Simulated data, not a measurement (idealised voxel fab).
The name of this process module is voxel ribs on slabs.
This is section cut - it's 270 nm across, gridded in 5 nm square cells.
Just so we're on the same page, the cross-sections are grids of square cells, and they're listed out in bands top to bottom, each band one or more rows deep.
Basically the band line says how high the top is and how high the bottom is, in nm, and then what's in it from left to right, every material with its width in nm. Empty space shows up as "air", and if a single material carries "everywhere" it runs the full band edge to edge.
All heights in this document are referenced to 0, defined as the level beneath which the wafer, as received, consists entirely of one material. The lowest band is not bounded below; it extends indefinitely downward and is written in the form "0 nm and below".
Think of "30->40" as a width that walks from the first number to the second as you go down the band, top row to bottom row, taking equal-sized steps from row to row.
"nothing got changed" for a step: no cell of the cross-section changed in that step.
Heads up: "Sealed void listing" only lists the empty pockets with no open path to the top that are 8 cells or more, and it writes them as width x height at distance, distance from the left edge, in nm.
Whatever follows a step's settings on its line is a remark the simulator itself makes about that step.
The "overlay nm" setting may appear on a step's line; for a step that uses a mask, it gives how far to the right of its planned position the mask lay, and a negative value indicates the left.
## Planned process steps
1,RECEIVE,material Si
2,DIRECTIONAL_DEP,material SiO2,thk nm 30
3,DIRECTIONAL_DEP,material polySi,thk nm 15
4,MASKED_ETCH,tone cover,mask id RIB,width nm 30,etch materials polySi,depth nm 10,overlay nm 0
5,MASKED_ETCH,tone cover,mask id SLAB,width nm 60,etch materials polySi,depth nm 5,overlay nm 0
6,FILL_DEP,material SiO2,thk nm 25
7,CMP,height nm 60
8,DIRECTIONAL_DEP,material W,thk nm 10
9,PATTERN,tone cover,mask id HEATER,material resist,width nm 40,thk nm 20,overlay nm 0
10,DIRECTIONAL_ETCH,etch materials W,depth nm 10
11,STRIP,etch materials resist
12,CONFORMAL_DEP,material SiN,thk nm 5
It is noted that the wafers described herein are identical at the outset and are distinguished by the thk nm of step 12; the value stated in the plan corresponds to the first wafer.
## Cut through the first of several wafers as received, post step 1
> 0 nm and below  Si everywhere
> Sealed void listing: none
## Here is how to read the rows: every wafer has a row, and it shows the wafer at the end of the module, giving for each material how many cells were gained (+) or lost (-) since the wafer was received, then listing its closed voids
thk nm 5; +58 SiN; +624 SiO2; +16 W; +24 polySi; Sealed void listing: none
thk nm 10; +116 SiN; +624 SiO2; +16 W; +24 polySi; Sealed void listing: none
thk nm 15; +174 SiN; +624 SiO2; +16 W; +24 polySi; Sealed void listing: none
thk nm 20; +232 SiN; +624 SiO2; +16 W; +24 polySi; Sealed void listing: none
